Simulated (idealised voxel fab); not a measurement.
You're looking at the process module voxel self aligned vias.
Square cells of 5 nm make up the cross-section cut, whose width is 220 nm.
Cross-section spec: square-cell grid; bands listed top down; each band is one or more rows.
Each band's line starts with the height of the band's top and of its bottom, in nm. Then come its materials from left to right, each with its width in nm. One material with "edge to edge" fills the band from edge to edge. "air" is empty space.
The level at which height equals 0 is the one under which the wafer, as it arrives, is entirely one material. No lower edge exists for the bottom band, which continues downward and is notated as in "z 0 and below".
Read "30 to 40" as a graded width: first number on top, second number at the bottom, same change between each pair of neighbouring rows.
You'll sometimes find "all unchanged" written for a step, and that's the way of saying that nowhere in the cross-section did a cell change during that step.
Closed-off voids of 8+ cells (no open route to the top) go in "Encapsulated voids", written width x height at distance from the left edge, in nm.
Formally, on a step line, whatever follows the settings is a remark that the simulator itself makes on the step.
When a step includes a mask, the "overlay nm" setting on its line states how far to the right of its planned place that mask lay, and negative values state how far to the left.

STEPS PLANNED FOR THE PROCESS
- 1: RECEIVE | material Si
- 2: CONFORMAL_DEP | material SiO2 | thk nm 10
- 3: CONFORMAL_DEP | material SiCN | thk nm 5
- 4: DIRECTIONAL_DEP | material lowk | thk nm 25
- 5: PATTERN | tone open | mask id LINES | material resist | width nm 20 | pitch nm 65 | thk nm 15 | overlay nm 0
- 6: DIRECTIONAL_ETCH | etch materials lowk | depth nm 25
- 7: STRIP | etch materials resist
- 8: CONFORMAL_DEP | material TiN | thk nm 5
- 9: FILL_DEP | material Ru | thk nm 10
- 10: CMP | height nm 40
- 11: SELECTIVE_ETCH | etch materials W Ru TiN | depth nm 10
- 12: FILL_DEP | material SiN | thk nm 10
- 13: CMP | height nm 40
- 14: DIRECTIONAL_DEP | material lowk | thk nm 20
- 15: DIRECTIONAL_DEP | material aC | thk nm 10
- 16: PATTERN | tone open | mask id VIAS | material resist | width nm 40 | thk nm 25 | overlay nm 0
- 17: DIRECTIONAL_ETCH | etch materials aC | depth nm 10
- 18: STRIP | etch materials resist
- 19: DIRECTIONAL_ETCH | etch materials lowk | depth nm 20
- 20: DIRECTIONAL_ETCH | etch materials SiN | depth nm 10
- 21: STRIP | etch materials aC
- 22: CONFORMAL_DEP | material TiN | thk nm 5
- 23: FILL_DEP | material W | thk nm 5
- 24: CMP | height nm 60
- 25: CONFORMAL_DEP | material SiCN | thk nm 5

CROSS-SECTION OF THE WAFER UPON ARRIVAL, REPRESENTING THE STATE REACHED AFTER STEP 1
> z 0 and below | Si edge to edge
> Encapsulated voids: none

THE PLAN ABOVE WAS CARRIED OUT ON THE STARTING STRUCTURE ABOVE WITH ONE MISTAKE, AND THIS CROSS-SECTION SHOWS THE WAFER AT THE END OF THE MODULE
> z 65 to 60 | SiCN edge to edge
> z 60 to 45 | lowk 55 nm  TiN 5 nm  W 30 nm  TiN 5 nm  lowk 125 nm
> z 45 to 40 | lowk 55 nm  TiN 40 nm  lowk 125 nm
> z 40 to 30 | lowk 65 nm  TiN 5 nm  SiO2 10 nm  TiN 5 nm  lowk 45 nm  SiN 5 nm  SiO2 10 nm  SiN 5 nm  lowk 70 nm
> z 30 to 20 | lowk 65 nm  TiN 5 nm  SiO2 10 nm  TiN 5 nm  lowk 45 nm  TiN 5 nm  SiO2 10 nm  TiN 5 nm  lowk 70 nm
> z 20 to 15 | lowk 65 nm  TiN 20 nm  lowk 45 nm  TiN 20 nm  lowk 70 nm
> z 15 to 10 | SiCN edge to edge
> z 10 to 0 | SiO2 edge to edge
> z 0 and below | Si edge to edge
> Encapsulated voids: none
Plan not followed: it should be noted that step 9 was executed with settings other than those planned, the operation and settings actually applied being FILL_DEP | material SiO2 | thk nm 10
